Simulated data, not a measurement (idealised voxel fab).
Documented hereafter: the process module known as voxel wiring stack.
Cross-section cut spans 185 nm and uses square cells 5 nm in size.
Bands, listed from the top down, are how a cross-section gets written in this document; the cross-section itself is a grid of square cells, and a band is one or more rows of them. Basically the band line says how high the top is and how high the bottom is, in nm, and then what's in it from left to right, every material with its width in nm. Empty space shows up as "blank", and if a single material carries "full width" it runs the full band edge to edge. Note: height 0 marks the level under which the wafer is uniformly one material as received. Lowest band unbounded below, written "z 0 and below". A two-number width, for instance "30->40", indicates that the width is equal to the first number in the top row of the band and to the second number in the bottom row, and that it changes by a constant amount per row of cells. No cell of the cross-section changed in a step that is given as "everything unchanged". In "Non-vented voids" the enclosed voids are listed, meaning empty spaces of 8 cells or larger without any opening to the top. The form is width x height at distance, distance from the left edge, units nm. Heads up: the bit after the settings on a step's line is the simulator's remark on that step. Steps that use a mask can have "overlay nm" on their line. It says how far the mask sat to the right of where it was meant to be. Negative means to the left.

The planned process steps are enumerated hereunder:
1) RECEIVE [material Si]
2) CONFORMAL_DEP [material SiO2] [thk nm 15]
3) CONFORMAL_DEP [material SiN] [thk nm 5]
4) DIRECTIONAL_DEP [material lowk] [thk nm 20]
5) PATTERN [tone open] [mask id METAL_1] [material resist] [width nm 20] [pitch nm 45] [thk nm 20] [overlay nm 0]
6) DIRECTIONAL_ETCH [etch materials lowk] [depth nm 20]
7) DIRECTIONAL_ETCH [etch materials SiN] [depth nm 5]
8) STRIP [etch materials resist]
9) CONFORMAL_DEP [material TiN] [thk nm 5]
10) FILL_DEP [material Cu] [thk nm 10]
11) CMP [height nm 40]
12) EPI [material Ru] [thk nm 5]
13) FILL_DEP [material SiCN] [thk nm 5]
14) DIRECTIONAL_DEP [material lowk] [thk nm 20]
15) MASKED_ETCH [tone open] [mask id PLUG_1] [width nm 15] [pitch nm 90] [etch materials lowk] [depth nm 20] [overlay nm 0]
16) MASKED_ETCH [tone open] [mask id PLUG_1] [width nm 15] [pitch nm 90] [etch materials SiCN] [depth nm 5] [overlay nm 0]
17) CONFORMAL_DEP [material TiN] [thk nm 5]
18) FILL_DEP [material W] [thk nm 5]
19) CMP [height nm 70]
20) DIRECTIONAL_DEP [material TiN] [thk nm 5]
21) DIRECTIONAL_DEP [material Ru] [thk nm 25]
22) DIRECTIONAL_DEP [material aC] [thk nm 10]
23) PATTERN [tone cover] [mask id METAL_2] [material resist] [width nm 20] [pitch nm 45] [thk nm 30] [overlay nm 0]
24) DIRECTIONAL_ETCH [etch materials aC] [depth nm 10]
25) STRIP [etch materials resist]
26) DIRECTIONAL_ETCH [etch materials Ru] [depth nm 25]
27) DIRECTIONAL_ETCH [etch materials TiN] [depth nm 5]
28) STRIP [etch materials aC]
29) FILL_DEP [material SiO2] [thk nm 10]
30) CMP [height nm 100]
31) CONFORMAL_DEP [material SiCN] [thk nm 5]

As received (post step 1): cross-section:
    z 0 and below  Si full width
    Non-vented voids: none

Post-module cross-section of the first of two wafers (run per plan):
    z 105 to 100  SiCN full width
    z 100 to 75  SiO2: 35  Ru: 20  SiO2: 25  Ru: 20  SiO2: 25  Ru: 20  SiO2: 40
    z 75 to 70  SiO2: 35  TiN: 20  SiO2: 25  TiN: 20  SiO2: 25  TiN: 20  SiO2: 40
    z 70 to 50  lowk: 35  TiN: 5  W: 5  TiN: 5  lowk: 75  TiN: 5  W: 5  TiN: 5  lowk: 45
    z 50 to 45  SiCN: 35  TiN: 15  SiCN: 75  TiN: 15  SiCN: 45
    z 45 to 40  SiCN: 30  Ru: 30  SiCN: 15  Ru: 30  SiCN: 15  Ru: 30  SiCN: 35
    z 40 to 20  lowk: 35  TiN: 5  Cu: 10  TiN: 5  lowk: 25  TiN: 5  Cu: 10  TiN: 5  lowk: 25  TiN: 5  Cu: 10  TiN: 5  lowk: 40
    z 20 to 15  SiN: 35  TiN: 20  SiN: 25  TiN: 20  SiN: 25  TiN: 20  SiN: 40
    z 15 to 0  SiO2 full width
    z 0 and below  Si full width
    Non-vented voids: none

This cross-section belongs to the second wafer of two at the end of the module; the start and the plan were shared with the first, and the run included one mistake:
    z 105 to 100  SiCN full width
    z 100 to 75  SiO2: 30  Ru: 20  SiO2: 25  Ru: 20  SiO2: 25  Ru: 20  SiO2: 45
    z 75 to 70  SiO2: 30  TiN: 20  SiO2: 25  TiN: 20  SiO2: 25  TiN: 20  SiO2: 45
    z 70 to 50  lowk: 35  TiN: 5  W: 5  TiN: 5  lowk: 75  TiN: 5  W: 5  TiN: 5  lowk: 45
    z 50 to 45  SiCN: 35  TiN: 15  SiCN: 75  TiN: 15  SiCN: 45
    z 45 to 40  SiCN: 30  Ru: 30  SiCN: 15  Ru: 30  SiCN: 15  Ru: 30  SiCN: 35
    z 40 to 20  lowk: 35  TiN: 5  Cu: 10  TiN: 5  lowk: 25  TiN: 5  Cu: 10  TiN: 5  lowk: 25  TiN: 5  Cu: 10  TiN: 5  lowk: 40
    z 20 to 15  SiN: 35  TiN: 20  SiN: 25  TiN: 20  SiN: 25  TiN: 20  SiN: 40
    z 15 to 0  SiO2 full width
    z 0 and below  Si full width
    Non-vented voids: none
What broke from the plan during processing? step 23 ran differently from the plan; actual operation with settings: PATTERN [tone cover] [mask id METAL_2] [material resist] [width nm 20] [pitch nm 45] [thk nm 30] [overlay nm -5]
The two final wafers agree on how many cells each material fills and disagree on which cells those are.
